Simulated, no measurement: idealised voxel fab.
The name of this process module is voxel quadruple lines.
FYI the section here is cut, 190 nm wide, cells are 5 nm squares.
A cross-section in this document is a grid of square cells, and it is written down as bands, the top band listed before the ones below it; a band is made up of one or more rows of cells.
A band entry consists of two parts. The first gives the height of the band's top and the height of its bottom, in nm. The rest lists the band's materials from left to right, each with its width in nm. A single material labelled with the word "full width" fills the band from edge to edge, and the word "air" marks empty space.
Zero point of the height axis is 0; under it, received wafer = one material. Lowest band: continues down indefinitely, "0 down".
Think of "30 to 40" as a width that walks from the first number to the second as you go down the band, top row to bottom row, taking equal-sized steps from row to row.
Step marked "changes: none"? Then no cell in the cross-section changed in it.
Fully closed voids: empty space of 8 cells or more with no open way to the top, each as width x height at its distance from the left edge, in nm
On a step's line, text after the settings is the simulator commenting on that step.
What "overlay nm" on a step's line means: if the step has a mask, that mask lay this far to the right of its planned place, or, when the value is negative, to the left.
These are the steps we planned for the process
1) RECEIVE (material Si)
2) CONFORMAL_DEP (material SiO2; thk nm 10)
3) DIRECTIONAL_DEP (material TiN; thk nm 10)
4) DIRECTIONAL_DEP (material polySi; thk nm 10)
5) DIRECTIONAL_DEP (material aC; thk nm 25)
6) PATTERN (tone cover; mask id MANDREL; material resist; width nm 20; thk nm 35; overlay nm 0)
7) DIRECTIONAL_ETCH (etch materials aC; depth nm 25)
8) STRIP (etch materials resist)
9) CONFORMAL_DEP (material SiO2; thk nm 10)
10) DIRECTIONAL_ETCH (etch materials SiO2; depth nm 10)
11) STRIP (etch materials aC)
12) DIRECTIONAL_ETCH (etch materials polySi; depth nm 20)
13) STRIP (etch materials SiO2)
14) CONFORMAL_DEP (material SiN; thk nm 5)
15) DIRECTIONAL_ETCH (etch materials SiN; depth nm 5)
16) STRIP (etch materials polySi)
17) DIRECTIONAL_ETCH (etch materials TiN; depth nm 10)
18) STRIP (etch materials SiN)
19) FILL_DEP (material SiO2; thk nm 10)
20) CMP (height nm 20)
All wafers enter the flow in the same state. The thk nm at step 4 differs from wafer to wafer, and the plan gives the value for the first wafer.
Cut through the first of several wafers as received, post step 1
  0 down = Si full width
  Fully closed voids: none
Cross-section of the first of several wafers, taken after step 20, where the module ends
  20 to 10 = SiO2: 70  TiN: 5  SiO2: 10  TiN: 5  SiO2: 10  TiN: 5  SiO2: 10  TiN: 5  SiO2: 70
  10 to 0 = SiO2 full width
  0 down = Si full width
  Fully closed voids: none
The module's end: a cross-section of the last wafer
  20 to 0 = SiO2 full width
  0 down = Si full width
  Fully closed voids: none
Below is a per-wafer table. In it, each row describes the wafer at the end of the module by giving, for each material, the number of cells gained (+) or lost (-) since the wafer was received, and after that the closed voids of the wafer
thk nm 10, +144 SiO2, +8 TiN, Fully closed voids: none
thk nm 15, +144 SiO2, +8 TiN, Fully closed voids: none
thk nm 20, +144 SiO2, +8 TiN, Fully closed voids: none
thk nm 25, +152 SiO2, Fully closed voids: none
thk nm 30, +152 SiO2, Fully closed voids: none
thk nm 35, +152 SiO2, Fully closed voids: none
